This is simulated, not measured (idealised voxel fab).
Presented below is a process module, voxel tone inversion.
Cross-sectional view cut (width: 145 nm; square cell size: 5 nm).
Bands, listed from the top down, are how a cross-section gets written in this document; the cross-section itself is a grid of square cells, and a band is one or more rows of them. A band entry consists of two parts. The first gives the height of the band's top and the height of its bottom, in nm. The rest lists the band's materials from left to right, each with its width in nm. A single material labelled with the word "full width" fills the band from edge to edge, and the word "empty" marks empty space. All heights in this document are referenced to 0, defined as the level beneath which the wafer, as received, consists entirely of one material. The lowest band is not bounded below; it extends indefinitely downward and is written in the form "0 -> down". A two-number width, for instance "30..40", indicates that the width is equal to the first number in the top row of the band and to the second number in the bottom row, and that it changes by a constant amount per row of cells. Where a step carries "same as before", the cross-section came out of it unchanged, cell for cell. The entry "Voids, fully enclosed" lists the empty spaces that cover at least 8 cells and have no open path to the top. Each is written as width x height at distance, where the distance is measured from the left edge and all three values are in nm. What comes after the settings on a step's line is commentary from the simulator itself on that step. overlay nm: how far to the right of its planned place the mask lay on this masked step (negative: to the left).
### Steps in the process plan
step 1: op RECEIVE | material Si
step 2: op CONFORMAL_DEP | material SiCN | thk nm 10
step 3: op DIRECTIONAL_DEP | material aC | thk nm 25
step 4: op PATTERN | tone cover | mask id POSTS | material resist | width nm 25 | pitch nm 40 | thk nm 30 | overlay nm 0
step 5: op DIRECTIONAL_ETCH | etch materials aC | depth nm 25
step 6: op STRIP | etch materials resist
step 7: op FILL_DEP | material SiO2 | thk nm 5
step 8: op CMP | height nm 35
step 9: op STRIP | etch materials aC
step 10: op CONFORMAL_DEP | material TiN | thk nm 5
step 11: op FILL_DEP | material Ru | thk nm 5
step 12: op CMP | height nm 35
step 13: op CONFORMAL_DEP | material SiCN | thk nm 5
### What follows covers the first of two wafers; it ran as planned
### As-received state of the wafer in cross-section, equivalent to post-step 1
- 0 -> down = Si full width
- Voids, fully enclosed: none
### Wafer after step 2 (cross-section)
- 10 -> 0 = SiCN full width
- Under the height 0 nothing was changed.
### Wafer after step 3 (cross-section)
- 35 -> 10 = aC full width
- Under the height 10 nothing was changed.
### Wafer after step 4 (cross-section)
- 65 -> 35 = 40 empty, then 25 resist, then 15 empty, then 25 resist, then 40 empty
- Under the height 35 nothing was changed.
### Wafer after step 5 (cross-section)
- 40 -> 35 = 40 empty, then 25 resist, then 15 empty, then 25 resist, then 40 empty
- 35 -> 10 = 40 empty, then 25 aC, then 15 empty, then 25 aC, then 40 empty
- Under the height 10 nothing was changed.
### Wafer after step 6 (cross-section)
- 35 -> 10 = 40 empty, then 25 aC, then 15 empty, then 25 aC, then 40 empty
- Under the height 10 nothing was changed.
### Wafer after step 7 (cross-section)
- 40 -> 35 = SiO2 full width
- 35 -> 10 = 40 SiO2, then 25 aC, then 15 SiO2, then 25 aC, then 40 SiO2
- Under the height 10 nothing was changed.
### Wafer after step 8 (cross-section)
- 35 -> 10 = 40 SiO2, then 25 aC, then 15 SiO2, then 25 aC, then 40 SiO2
- Under the height 10 nothing was changed.
### Wafer after step 9 (cross-section)
- 35 -> 10 = 40 SiO2, then 25 empty, then 15 SiO2, then 25 empty, then 40 SiO2
- Under the height 10 nothing was changed.
### Wafer after step 10 (cross-section)
- 40 -> 35 = 45 TiN, then 15 empty, then 25 TiN, then 15 empty, then 45 TiN
- 35 -> 15 = 40 SiO2, then 5 TiN, then 15 empty, then 5 TiN, then 15 SiO2, then 5 TiN, then 15 empty, then 5 TiN, then 40 SiO2
- 15 -> 10 = 40 SiO2, then 25 TiN, then 15 SiO2, then 25 TiN, then 40 SiO2
- Under the height 10 nothing was changed.
### Wafer after step 11 (cross-section)
- 45 -> 40 = Ru full width
- 40 -> 35 = 45 TiN, then 15 Ru, then 25 TiN, then 15 Ru, then 45 TiN
- 35 -> 15 = 40 SiO2, then 5 TiN, then 15 Ru, then 5 TiN, then 15 SiO2, then 5 TiN, then 15 Ru, then 5 TiN, then 40 SiO2
- Under the height 15 nothing was changed.
### Wafer after step 12 (cross-section)
- 35 -> 15 = 40 SiO2, then 5 TiN, then 15 Ru, then 5 TiN, then 15 SiO2, then 5 TiN, then 15 Ru, then 5 TiN, then 40 SiO2
- Under the height 15 nothing was changed.
### Wafer after step 13 (cross-section)
- 40 -> 35 = SiCN full width
- Under the height 35 nothing was changed.
### Wafer two. Identical start, identical plan. One mistake in execution. Identical history through step 10
### when step 11 should have ended
- 50 -> 40 = Ru full width
- 40 -> 35 = 45 TiN, then 15 Ru, then 25 TiN, then 15 Ru, then 45 TiN
- 35 -> 15 = 40 SiO2, then 5 TiN, then 15 Ru, then 5 TiN, then 15 SiO2, then 5 TiN, then 15 Ru, then 5 TiN, then 40 SiO2
- Under the height 15 nothing was changed.
### when step 12 should have ended
- 35 -> 15 = 40 SiO2, then 5 TiN, then 15 Ru, then 5 TiN, then 15 SiO2, then 5 TiN, then 15 Ru, then 5 TiN, then 40 SiO2
- Under the height 15 nothing was changed.
### when step 13 should have ended
- 40 -> 35 = SiCN full width
- Under the height 35 nothing was changed.
Here's what went sideways: execution of plan step 11 occurred twice
The mistake has no effect on what this model computes, because the two wafers end with the same cross-section.
